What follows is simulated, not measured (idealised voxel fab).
Process module heading - voxel ribs on slabs
Square cells of 5 nm make up the cross-section cut, whose width is 190 nm.
Cross-section, as written here: a square-cell grid given band by band from the top down, where a band holds one or more rows of cells. Band: top height; bottom height; in nm. Then, left to right: material with width in nm, for each material. "edge to edge": a single material spanning edge to edge. "blank": empty space. Heights from 0 (as-received wafer is one material below). Bottom band endless downward, as "from 0 down". The width entry "30->40" should be interpreted row by row: the top row of cells in the band takes the first number, the bottom row takes the second number, and the change between adjacent rows is uniform throughout. Key: "left unchanged" - step with no changed cell in the cross-section. Closed-off voids of 8+ cells (no open route to the top) go in "Trapped voids", written width x height at distance from the left edge, in nm. It should be noted that, on the line of a given step, the content following the step's settings is a remark produced by the simulator itself with respect to that step. overlay nm: where the mask lay relative to plan, measured to the right, on steps with a mask; negatives go left.
# Steps in the process plan
1) RECEIVE with material Si
2) DIRECTIONAL_DEP with material SiO2, thk nm 20
3) DIRECTIONAL_DEP with material polySi, thk nm 15
4) MASKED_ETCH with tone cover, mask id RIB, width nm 30, etch materials polySi, depth nm 5, overlay nm 0
5) DIRECTIONAL_DEP with material aC, thk nm 15
6) PATTERN with tone cover, mask id SLAB, material resist, width nm 70, thk nm 30, overlay nm 0
7) DIRECTIONAL_ETCH with etch materials aC, depth nm 15
8) STRIP with etch materials resist
9) DIRECTIONAL_ETCH with etch materials polySi, depth nm 10
10) STRIP with etch materials aC
11) FILL_DEP with material SiO2, thk nm 30
12) CMP with height nm 55
13) DIRECTIONAL_DEP with material W, thk nm 10
14) PATTERN with tone cover, mask id HEATER, material resist, width nm 40, thk nm 20, overlay nm 0
15) DIRECTIONAL_ETCH with etch materials W, depth nm 10
16) STRIP with etch materials resist
17) CONFORMAL_DEP with material SiN, thk nm 5
# As-received wafer cross-section (after step 1)
- from 0 down = Si edge to edge
- Trapped voids: none
# Final wafer profile in cross-section after the module, from the same start and plan as above, with one mistake made during processing
- from 70 to 65 = 70 of blank | 50 of SiN | 70 of blank
- from 65 to 60 = 70 of blank | 5 of SiN | 40 of W | 5 of SiN | 70 of blank
- from 60 to 55 = 75 of SiN | 40 of W | 75 of SiN
- from 55 to 35 = SiO2 edge to edge
- from 35 to 30 = 80 of SiO2 | 30 of polySi | 80 of SiO2
- from 30 to 20 = 65 of SiO2 | 65 of polySi | 60 of SiO2
- from 20 to 0 = SiO2 edge to edge
- from 0 down = Si edge to edge
- Trapped voids: none
So what did we get wrong on this run? step 6 changed vs plan, executed as PATTERN with tone cover, mask id SLAB, material resist, width nm 65, thk nm 30, overlay nm 0
